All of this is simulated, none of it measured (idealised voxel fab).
This is a process module. Its name is voxel tone inversion.
It is cross-section cut that appears here, measuring 260 nm in width, its square cells being 5 nm in size.
Cross-section spec: square-cell grid; bands listed top down; each band is one or more rows.
The band entry comprises the height of the band's top followed by the height of its bottom, expressed in nm, and subsequently the band's materials from left to right, each stated together with its width in nm. Where a single material is marked with the word "edge to edge", that material fills the band from edge to edge. The word "empty" represents empty space.
Basically, 0 is our baseline, since under it the wafer straight out of the box is all one material. The bottom band has no lower end and keeps on going down, so it looks like "z 0 and below".
The notation "30->40" denotes a width that varies across the rows of cells in the band, beginning at the first number in the top row, finishing at the second number in the bottom row, and changing by an identical amount from each row to the next.
When a step is marked "left unchanged", none of the cells in the cross-section changed during that step.
Under "Closed void table" you'll find the enclosed gaps, the ones with no way out to the top, that are 8 cells or bigger; each reads width x height at distance, with distance counted from the left edge, everything in nm.
Past the settings on a step's line: simulator remark, on that step.
The "overlay nm" setting may appear on a step's line; for a step that uses a mask, it gives how far to the right of its planned position the mask lay, and a negative value indicates the left.
### Planned step list for the process
- 1: RECEIVE | material Si
- 2: CONFORMAL_DEP | material SiCN | thk nm 10
- 3: DIRECTIONAL_DEP | material aC | thk nm 20
- 4: PATTERN | tone cover | mask id POSTS | material resist | width nm 20 | pitch nm 45 | thk nm 30 | overlay nm 0
- 5: DIRECTIONAL_ETCH | etch materials aC | depth nm 20
- 6: STRIP | etch materials resist
- 7: FILL_DEP | material lowk | thk nm 10
- 8: CMP | height nm 30
- 9: STRIP | etch materials aC
- 10: CONFORMAL_DEP | material TiN | thk nm 5
- 11: FILL_DEP | material Cu | thk nm 5
- 12: CMP | height nm 30
- 13: CONFORMAL_DEP | material SiN | thk nm 5
### So, the first of our two wafers, run just as we planned it
### Here's what the wafer looked like in cross-section when it arrived - that's after step 1
  z 0 and below  Si edge to edge
  Closed void table: none
### Sectional view: wafer, after step 2
  z 10 to 0  SiCN edge to edge
  Everything under 0 stays put, no change at all.
### Sectional view: wafer, after step 3
  z 30 to 10  aC edge to edge
  Everything under 10 stays put, no change at all.
### Sectional view: wafer, after step 4
  z 60 to 30  empty (75), resist (20), empty (25), resist (20), empty (25), resist (20), empty (75)
  Everything under 30 stays put, no change at all.
### Sectional view: wafer, after step 5
  z 40 to 30  empty (75), resist (20), empty (25), resist (20), empty (25), resist (20), empty (75)
  z 30 to 10  empty (75), aC (20), empty (25), aC (20), empty (25), aC (20), empty (75)
  Everything under 10 stays put, no change at all.
### Sectional view: wafer, after step 6
  z 30 to 10  empty (75), aC (20), empty (25), aC (20), empty (25), aC (20), empty (75)
  Everything under 10 stays put, no change at all.
### Sectional view: wafer, after step 7
  z 40 to 30  lowk edge to edge
  z 30 to 10  lowk (75), aC (20), lowk (25), aC (20), lowk (25), aC (20), lowk (75)
  Everything under 10 stays put, no change at all.
### Sectional view: wafer, after step 8
  z 30 to 10  lowk (75), aC (20), lowk (25), aC (20), lowk (25), aC (20), lowk (75)
  Everything under 10 stays put, no change at all.
### Sectional view: wafer, after step 9
  z 30 to 10  lowk (75), empty (20), lowk (25), empty (20), lowk (25), empty (20), lowk (75)
  Everything under 10 stays put, no change at all.
### Sectional view: wafer, after step 10
  z 35 to 30  TiN (80), empty (10), TiN (35), empty (10), TiN (35), empty (10), TiN (80)
  z 30 to 15  lowk (75), TiN (5), empty (10), TiN (5), lowk (25), TiN (5), empty (10), TiN (5), lowk (25), TiN (5), empty (10), TiN (5), lowk (75)
  z 15 to 10  lowk (75), TiN (20), lowk (25), TiN (20), lowk (25), TiN (20), lowk (75)
  Everything under 10 stays put, no change at all.
### Sectional view: wafer, after step 11
  z 40 to 35  Cu edge to edge
  z 35 to 30  TiN (80), Cu (10), TiN (35), Cu (10), TiN (35), Cu (10), TiN (80)
  z 30 to 15  lowk (75), TiN (5), Cu (10), TiN (5), lowk (25), TiN (5), Cu (10), TiN (5), lowk (25), TiN (5), Cu (10), TiN (5), lowk (75)
  Everything under 15 stays put, no change at all.
### Sectional view: wafer, after step 12
  z 30 to 15  lowk (75), TiN (5), Cu (10), TiN (5), lowk (25), TiN (5), Cu (10), TiN (5), lowk (25), TiN (5), Cu (10), TiN (5), lowk (75)
  Everything under 15 stays put, no change at all.
### Sectional view: wafer, after step 13
  z 35 to 30  SiN edge to edge
  Everything under 30 stays put, no change at all.
### Wafer two. Same start, same plan, one slip in execution. Same as wafer one through step 11, inclusive
### Second wafer, cut view, end of step 12 per plan
  z 30 to 15  lowk (75), TiN (5), Cu (10), TiN (5), lowk (25), TiN (5), Cu (10), TiN (5), lowk (25), TiN (5), Cu (10), TiN (5), lowk (75)
  Everything under 15 stays put, no change at all.
### Second wafer, cut view, end of step 13 per plan
  z 35 to 30  SiN edge to edge
  Everything under 30 stays put, no change at all.
Deviation noted in wafer processing: it should be noted that step 12 of the plan was executed twice
If you compare the two wafers at the end, their cross-sections are the same, so as far as this model is concerned the mistake changes nothing.
